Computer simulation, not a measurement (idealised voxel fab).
Herein follows the process module entitled voxel capacitor over wiring.
Cross-section cut spans 205 nm and uses square cells 5 nm in size.
We lay out every cross-section as a grid of square cells and spell it out in bands from the top down, where one band means one or more rows of cells.
Within each band entry, the heights of the top and of the bottom of the band appear first, in that order and in nm; the materials of the band then follow from left to right, each with its corresponding width in nm. The designation "everywhere" on a single material indicates that it fills the band from edge to edge; the designation "air" indicates empty space.
Height 0 is the level under which the wafer as received is all one material. The lowest band goes on downwards, as in "0 down".
With a width like "30 to 40", each row of cells in the band differs from the next by the same amount, the top row carrying the first number and the bottom row the second.
"no alteration" for a step: no cell of the cross-section changed in that step.
Empty spaces counting at least 8 cells and having no open way to the top are listed in "Sealed cavities". The notation width x height at distance is used for each, the distance being from the left edge and all three values in nm.
Formally, on a step line, whatever follows the settings is a remark that the simulator itself makes on the step.
The "overlay nm" setting may appear on a step's line; for a step that uses a mask, it gives how far to the right of its planned position the mask lay, and a negative value indicates the left.
-- These are the steps we planned for the process
1 RECEIVE: material Si
2 CONFORMAL_DEP: material SiO2, thk nm 10
3 CONFORMAL_DEP: material SiN, thk nm 5
4 DIRECTIONAL_DEP: material lowk, thk nm 20
5 DIRECTIONAL_DEP: material aC, thk nm 10
6 PATTERN: tone open, mask id METAL_1, material resist, width nm 20, pitch nm 70, thk nm 25, overlay nm 0
7 DIRECTIONAL_ETCH: etch materials aC, depth nm 10
8 STRIP: etch materials resist
9 DIRECTIONAL_ETCH: etch materials lowk, depth nm 20
10 DIRECTIONAL_ETCH: etch materials SiN, depth nm 5
11 STRIP: etch materials aC
12 CONFORMAL_DEP: material TiN, thk nm 5
13 FILL_DEP: material Cu, thk nm 10
14 CMP: height nm 35
15 CONFORMAL_DEP: material SiCN, thk nm 5
16 DIRECTIONAL_DEP: material SiO2, thk nm 15
17 DIRECTIONAL_DEP: material aC, thk nm 15
18 PATTERN: tone open, mask id PLUG_1, material resist, width nm 15, thk nm 30, overlay nm 0
19 DIRECTIONAL_ETCH: etch materials aC, depth nm 15
20 STRIP: etch materials resist
21 DIRECTIONAL_ETCH: etch materials SiO2, depth nm 15
22 DIRECTIONAL_ETCH: etch materials SiCN, depth nm 5
23 STRIP: etch materials aC
24 EPI: material Ru, thk nm 10
25 EPI: material Ru, thk nm 10
26 DIRECTIONAL_DEP: material TiN, thk nm 10
27 DIRECTIONAL_DEP: material SiN, thk nm 5
28 DIRECTIONAL_DEP: material TiN, thk nm 10
29 DIRECTIONAL_DEP: material aC, thk nm 15
30 PATTERN: tone cover, mask id UPPER_PLATE, material resist, width nm 55, thk nm 35, overlay nm 0
31 DIRECTIONAL_ETCH: etch materials aC, depth nm 15
32 STRIP: etch materials resist
33 DIRECTIONAL_ETCH: etch materials TiN, depth nm 10
34 DIRECTIONAL_ETCH: etch materials SiN, depth nm 5
35 STRIP: etch materials aC
36 MASKED_ETCH: tone cover, mask id LOWER_PLATE, width nm 65, etch materials TiN, depth nm 10, overlay nm 0
37 FILL_DEP: material SiO2, thk nm 20
38 CMP: height nm 95
39 MASKED_ETCH: tone open, mask id PLUG_2, width nm 15, etch materials SiO2, depth nm 15, overlay nm 0
40 CONFORMAL_DEP: material TiN, thk nm 5
41 FILL_DEP: material Cu, thk nm 5
42 CMP: height nm 95
43 CONFORMAL_DEP: material SiCN, thk nm 5
-- As-received wafer cross-section (after step 1)
  0 down = Si everywhere
  Sealed cavities: none
-- Cross-section: first of two wafers, module finished, run according to plan
  100 to 95 = SiCN everywhere
  95 to 85 = SiO2=70, TiN=5, Cu=5, TiN=5, SiO2=120
  85 to 80 = SiO2=70, TiN=15, SiO2=120
  80 to 70 = SiO2=60, TiN=55, SiO2=90
  70 to 65 = SiO2=60, SiN=55, SiO2=90
  65 to 55 = SiO2=55, TiN=65, SiO2=85
  55 to 40 = SiO2=60, Ru=15, SiO2=130
  40 to 35 = SiCN=60, Ru=15, SiCN=130
  35 to 15 = lowk=55, TiN=5, Cu=10, TiN=5, lowk=50, TiN=5, Cu=10, TiN=5, lowk=60
  15 to 10 = SiN=55, TiN=20, SiN=50, TiN=20, SiN=60
  10 to 0 = SiO2 everywhere
  0 down = Si everywhere
  Sealed cavities: none
-- Wafer two, sectioned after the module: the first wafer's start, the first wafer's plan, and one mistake in how it was run
  100 to 95 = SiCN everywhere
  95 to 85 = SiO2=70, TiN=5, Cu=5, TiN=5, SiO2=120
  85 to 80 = SiO2=70, TiN=15, SiO2=120
  80 to 70 = SiO2=65, TiN=45, SiO2=95
  70 to 65 = SiO2=65, SiN=45, SiO2=95
  65 to 55 = SiO2=55, TiN=65, SiO2=85
  55 to 40 = SiO2=60, Ru=15, SiO2=130
  40 to 35 = SiCN=60, Ru=15, SiCN=130
  35 to 15 = lowk=55, TiN=5, Cu=10, TiN=5, lowk=50, TiN=5, Cu=10, TiN=5, lowk=60
  15 to 10 = SiN=55, TiN=20, SiN=50, TiN=20, SiN=60
  10 to 0 = SiO2 everywhere
  0 down = Si everywhere
  Sealed cavities: none
Deviation from plan: step 30 went in with a setting other than planned; the actual run was PATTERN: tone cover, mask id UPPER_PLATE, material resist, width nm 45, thk nm 35, overlay nm 0
In the final state, the cell counts of the second wafer exceed or fall short of those of the first for the following materials: SiN: 2 fewer; SiO2: 6 more; TiN: 4 fewer
